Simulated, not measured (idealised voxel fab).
Process module name: voxel fin reveal
For reference, the cross-section in this document is cut, with width 285 nm and square cells of 5 nm.
Throughout this document, each cross-section is represented as a grid of square cells and is presented as a sequence of bands enumerated from the top downward, where a band comprises one or more rows of cells.
Band: top height; bottom height; in nm. Then, left to right: material with width in nm, for each material. "throughout": a single material spanning edge to edge. "empty": empty space.
Below 0: as-received wafer, all one material; heights counted from there. Lowest band: no bottom, goes on down, written "top 0, no bottom".
When a width is written as two numbers, as in "30..40", the first number is the width in the top row of cells of the band and the second is the width in its bottom row, and the width changes by the same amount from each row to the next.
Key: "same as before" - step with no changed cell in the cross-section.
"Sealed cavities" specifies each empty space that is not open to the top and that occupies no fewer than 8 cells, using the form width x height at distance, the distance measured from the left edge and all three quantities in nm.
What comes after the settings on a step's line is commentary from the simulator itself on that step.
overlay nm: step with mask; distance mask lay right of planned place; negative value = left of planned place.
## So here's the lineup of process steps we planned
1: RECEIVE with material Si
2: CONFORMAL_DEP with material SiN, thk nm 10
3: DIRECTIONAL_DEP with material aC, thk nm 15
4: PATTERN with tone cover, mask id FINS, material resist, width nm 15, pitch nm 40, thk nm 30, overlay nm 0
5: DIRECTIONAL_ETCH with etch materials aC, depth nm 15
6: STRIP with etch materials resist
7: DIRECTIONAL_ETCH with etch materials SiN, depth nm 10
8: DIRECTIONAL_ETCH with etch materials Si, depth nm 35
9: STRIP with etch materials aC
10: FILL_DEP with material SiO2, thk nm 10
11: CMP with height nm 10
12: SELECTIVE_ETCH with etch materials SiO2, depth nm 20
13: STRIP with etch materials SiN
14: CONFORMAL_DEP with material HfO2, thk nm 5
## Incoming wafer in cross-section (state: after step 1)
    top 0, no bottom | Si throughout
    Sealed cavities: none
## End-of-module cross-section. Starting structure and process plan as above; one mistake made in running it
    top 0, bottom -10 | empty: 95, then Si: 15, then empty: 25, then Si: 15, then empty: 25, then Si: 15, then empty: 95
    top -10, bottom -35 | SiO2: 95, then Si: 15, then SiO2: 25, then Si: 15, then SiO2: 25, then Si: 15, then SiO2: 95
    top -35, no bottom | Si throughout
    Sealed cavities: none
Deviation noted in wafer processing: step 14 from the plan never happened, it was just skipped
